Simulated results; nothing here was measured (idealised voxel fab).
Proc. module: voxel double patterning
Cross-section cut spans 175 nm and uses square cells 5 nm in size.
Bands, listed from the top down, are how a cross-section gets written in this document; the cross-section itself is a grid of square cells, and a band is one or more rows of them. A band entry consists of two parts. The first gives the height of the band's top and the height of its bottom, in nm. The rest lists the band's materials from left to right, each with its width in nm. A single material labelled with the word "edge to edge" fills the band from edge to edge, and the word "blank" marks empty space. Heights from 0 (as-received wafer is one material below). Bottom band endless downward, as "0 and below". Width "30..40": first value at the band's top row of cells, second value at its bottom row, equal change from row to row. "no change occurred" (step): cross-section cells unchanged, all of them. Heads up: "Enclosed void inventory" only lists the empty pockets with no open path to the top that are 8 cells or more, and it writes them as width x height at distance, distance from the left edge, in nm. Text after the settings on a step's line: the simulator's own remark on that step. On any step carrying a mask, the "overlay nm" setting, if present on the step's line, tells how far right of its planned place the mask lay; negative values point to the left.
Set out below are the planned steps of the process:
- 1: RECEIVE | material Si
- 2: CONFORMAL_DEP | material SiN | thk nm 10
- 3: DIRECTIONAL_DEP | material SiO2 | thk nm 10
- 4: DIRECTIONAL_DEP | material SiCN | thk nm 5
- 5: DIRECTIONAL_DEP | material aC | thk nm 10
- 6: PATTERN | tone open | mask id FIRST | material resist | width nm 15 | pitch nm 50 | thk nm 30 | overlay nm 0
- 7: DIRECTIONAL_ETCH | etch materials aC | depth nm 10
- 8: STRIP | etch materials resist
- 9: DIRECTIONAL_ETCH | etch materials SiCN | depth nm 5
- 10: STRIP | etch materials aC
- 11: MASKED_ETCH | tone open | mask id SECOND | width nm 15 | etch materials SiCN | depth nm 5 | overlay nm 0
- 12: DIRECTIONAL_ETCH | etch materials SiO2 | depth nm 10
- 13: STRIP | etch materials SiCN
Wafer, first of two, run as planned:
As-received wafer cross-section (after step 1):
> 0 and below: Si edge to edge
> Enclosed void inventory: none
You're looking at a cross-section of the wafer after step 2:
> 10 down to 0: SiN edge to edge
> Lower than 0, everything is as it was.
You're looking at a cross-section of the wafer after step 3:
> 20 down to 10: SiO2 edge to edge
> Lower than 10, everything is as it was.
You're looking at a cross-section of the wafer after step 4:
> 25 down to 20: SiCN edge to edge
> Lower than 20, everything is as it was.
You're looking at a cross-section of the wafer after step 5:
> 35 down to 25: aC edge to edge
> Lower than 25, everything is as it was.
You're looking at a cross-section of the wafer after step 6:
> 65 down to 35: resist 55, then blank 15, then resist 35, then blank 15, then resist 55
> Lower than 35, everything is as it was.
You're looking at a cross-section of the wafer after step 7:
> 55 down to 35: resist 55, then blank 15, then resist 35, then blank 15, then resist 55
> 35 down to 25: aC 55, then blank 15, then aC 35, then blank 15, then aC 55
> Lower than 25, everything is as it was.
You're looking at a cross-section of the wafer after step 8:
> 35 down to 25: aC 55, then blank 15, then aC 35, then blank 15, then aC 55
> Lower than 25, everything is as it was.
You're looking at a cross-section of the wafer after step 9:
> 35 down to 25: aC 55, then blank 15, then aC 35, then blank 15, then aC 55
> 25 down to 20: SiCN 55, then blank 15, then SiCN 35, then blank 15, then SiCN 55
> Lower than 20, everything is as it was.
You're looking at a cross-section of the wafer after step 10:
> 25 down to 20: SiCN 55, then blank 15, then SiCN 35, then blank 15, then SiCN 55
> Lower than 20, everything is as it was.
You're looking at a cross-section of the wafer after step 11:
> 25 down to 20: SiCN 55, then blank 15, then SiCN 10, then blank 15, then SiCN 10, then blank 15, then SiCN 55
> Lower than 20, everything is as it was.
You're looking at a cross-section of the wafer after step 12:
> 25 down to 20: SiCN 55, then blank 15, then SiCN 10, then blank 15, then SiCN 10, then blank 15, then SiCN 55
> 20 down to 10: SiO2 55, then blank 15, then SiO2 10, then blank 15, then SiO2 10, then blank 15, then SiO2 55
> Lower than 10, everything is as it was.
You're looking at a cross-section of the wafer after step 13:
> 20 down to 10: SiO2 55, then blank 15, then SiO2 10, then blank 15, then SiO2 10, then blank 15, then SiO2 55
> Lower than 10, everything is as it was.
The second wafer: identical to the first at the outset and in its planned sequence, differing only in that one mistake was made during processing; up to and including step 10, its path is the first wafer's path:
Second wafer, sectioned view, at step 11's planned end time:
> 25 down to 20: SiCN 55, then blank 15, then SiCN 10, then blank 15, then SiCN 10, then blank 15, then SiCN 55
> Lower than 20, everything is as it was.
Second wafer, sectioned view, at step 12's planned end time:
> 25 down to 20: SiCN 55, then blank 15, then SiCN 10, then blank 15, then SiCN 10, then blank 15, then SiCN 55
> 20 down to 10: SiO2 55, then blank 15, then SiO2 10, then blank 15, then SiO2 10, then blank 15, then SiO2 55
> Lower than 10, everything is as it was.
Second wafer, sectioned view, at step 13's planned end time:
> 20 down to 10: SiO2 55, then blank 15, then SiO2 10, then blank 15, then SiO2 10, then blank 15, then SiO2 55
> Lower than 10, everything is as it was.
Which mistake was made when the wafer was run? twice, step 11 of the plan was run
Final cross-sections of the two wafers are identical, so the mistake has no effect on what this model computes.
